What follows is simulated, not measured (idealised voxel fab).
Presented below is a process module, voxel transistor to metal.
Square cells of 5 nm make up the cross-section cut, whose width is 145 nm.
In what follows, cross-sections appear as grids of square cells, described through bands that run from the top down, where every band is one or more rows of cells.
First you get the band's top height and its bottom height, in nm, and then the materials it's made of, left to right, with each width in nm. If you see a single material with "throughout", that one covers the band edge to edge. "air" is empty space.
Heights from 0 (as-received wafer is one material below). Bottom band endless downward, as "0 down".
Width "30->40": first value at the band's top row of cells, second value at its bottom row, equal change from row to row.
Key: "remained unchanged" - step with no changed cell in the cross-section.
If an empty space has no open way to the top and is at least 8 cells in size, "Closed cavity list" lists it, written width x height at distance, where distance is measured from the left edge and every value is in nm.
Past the settings on a step's line: simulator remark, on that step.
The setting "overlay nm" may be written on the line of a step. When the step uses a mask, the value reports how far to the right of the planned place the mask lay, and a negative value reports that it lay to the left.
Process steps foreseen in the plan
| 1 | RECEIVE: material Si |
| 2 | CONFORMAL_DEP: material SiO2, thk nm 5 |
| 3 | CONFORMAL_DEP: material SiN, thk nm 15 |
| 4 | DIRECTIONAL_DEP: material aC, thk nm 15 |
| 5 | PATTERN: tone cover, mask id ACTIVE, material resist, width nm 95, thk nm 30, overlay nm 0 |
| 6 | DIRECTIONAL_ETCH: etch materials aC, depth nm 15 |
| 7 | STRIP: etch materials resist |
| 8 | DIRECTIONAL_ETCH: etch materials SiN, depth nm 15 |
| 9 | DIRECTIONAL_ETCH: etch materials SiO2, depth nm 5 |
| 10 | DIRECTIONAL_ETCH: etch materials Si, depth nm 35 |
| 11 | STRIP: etch materials aC |
| 12 | OXIDIZE: depth nm 5 |
| 13 | FILL_DEP: material SiO2, thk nm 10 |
| 14 | CMP: height nm 20 |
| 15 | SELECTIVE_ETCH: etch materials SiO2, depth nm 10 |
| 16 | STRIP: etch materials SiN |
| 17 | SELECTIVE_ETCH: etch materials SiO2, depth nm 5 |
| 18 | OXIDIZE: depth nm 5 |
| 19 | DIRECTIONAL_DEP: material polySi, thk nm 30 |
| 20 | DIRECTIONAL_DEP: material SiCN, thk nm 10 |
| 21 | DIRECTIONAL_DEP: material aC, thk nm 15 |
| 22 | PATTERN: tone cover, mask id GATE, material resist, width nm 25, thk nm 35, overlay nm 0 |
| 23 | DIRECTIONAL_ETCH: etch materials aC, depth nm 15 |
| 24 | STRIP: etch materials resist |
| 25 | DIRECTIONAL_ETCH: etch materials SiCN, depth nm 20 |
| 26 | DIRECTIONAL_ETCH: etch materials polySi, depth nm 40 |
| 27 | STRIP: etch materials aC |
| 28 | CONFORMAL_DEP: material SiN, thk nm 5 |
| 29 | DIRECTIONAL_ETCH: etch materials SiN, depth nm 5 |
| 30 | DIRECTIONAL_ETCH: etch materials SiO2, depth nm 5 |
| 31 | DIRECTIONAL_ETCH: etch materials Si, depth nm 15 |
| 32 | EPI: material SiGe, thk nm 20 |
| 33 | FILL_DEP: material SiO2, thk nm 5 |
| 34 | CMP: height nm 30 |
| 35 | STRIP: etch materials polySi |
| 36 | SELECTIVE_ETCH: etch materials SiO2, depth nm 5 |
| 37 | CONFORMAL_DEP: material HfO2, thk nm 5 |
| 38 | CONFORMAL_DEP: material TiN, thk nm 5 |
| 39 | FILL_DEP: material W, thk nm 10 |
| 40 | CMP: height nm 25 |
| 41 | DIRECTIONAL_DEP: material SiO2, thk nm 10 |
| 42 | MASKED_ETCH: tone open, mask id CONTACT, width nm 15, pitch nm 70, etch materials SiO2, depth nm 35, overlay nm 0 |
| 43 | CONFORMAL_DEP: material TiN, thk nm 5 |
| 44 | FILL_DEP: material Ru, thk nm 10 |
| 45 | CMP: height nm 35 |
| 46 | CONFORMAL_DEP: material SiCN, thk nm 5 |
| 47 | DIRECTIONAL_DEP: material SiO2, thk nm 20 |
| 48 | MASKED_ETCH: tone open, mask id METAL_1, width nm 15, pitch nm 70, etch materials SiO2, depth nm 20, overlay nm -15 |
| 49 | MASKED_ETCH: tone open, mask id METAL_1, width nm 15, pitch nm 70, etch materials SiCN, depth nm 5, overlay nm 0 |
| 50 | CONFORMAL_DEP: material TiN, thk nm 5 |
| 51 | FILL_DEP: material W, thk nm 5 |
| 52 | CMP: height nm 60 |
| 53 | EPI: material Ru, thk nm 5 |
| 54 | FILL_DEP: material SiCN, thk nm 5 |
Keep in mind the plan's value for the overlay nm of step 48 comes from the first wafer; the wafers don't share that setting, but they do share the same starting point.
The as-received cross-section of the first of several wafers corresponds to the state after step 1
* 0 down | Si throughout
* Closed cavity list: none
End of module, by wafer: material-by-material cell gain (+) or loss (-) since receipt, then closed voids
overlay nm -15; +17 HfO2; +16 Ru; -143 Si; +77 SiCN; +66 SiGe; +12 SiN; +298 SiO2; +53 TiN; +10 W; Closed cavity list: none
overlay nm -10; +17 HfO2; +16 Ru; -143 Si; +75 SiCN; +66 SiGe; +12 SiN; +298 SiO2; +55 TiN; +10 W; Closed cavity list: none
overlay nm -5; +17 HfO2; +16 Ru; -143 Si; +73 SiCN; +66 SiGe; +12 SiN; +298 SiO2; +57 TiN; +10 W; Closed cavity list: none
overlay nm 0; +17 HfO2; +16 Ru; -143 Si; +71 SiCN; +66 SiGe; +12 SiN; +298 SiO2; +57 TiN; +12 W; Closed cavity list: none
overlay nm 5; +17 HfO2; +16 Ru; -143 Si; +73 SiCN; +66 SiGe; +12 SiN; +298 SiO2; +57 TiN; +10 W; Closed cavity list: none
overlay nm 10; +17 HfO2; +16 Ru; -143 Si; +75 SiCN; +66 SiGe; +12 SiN; +298 SiO2; +55 TiN; +10 W; Closed cavity list: none
overlay nm 15; +17 HfO2; +16 Ru; -143 Si; +77 SiCN; +66 SiGe; +12 SiN; +298 SiO2; +53 TiN; +10 W; Closed cavity list: none
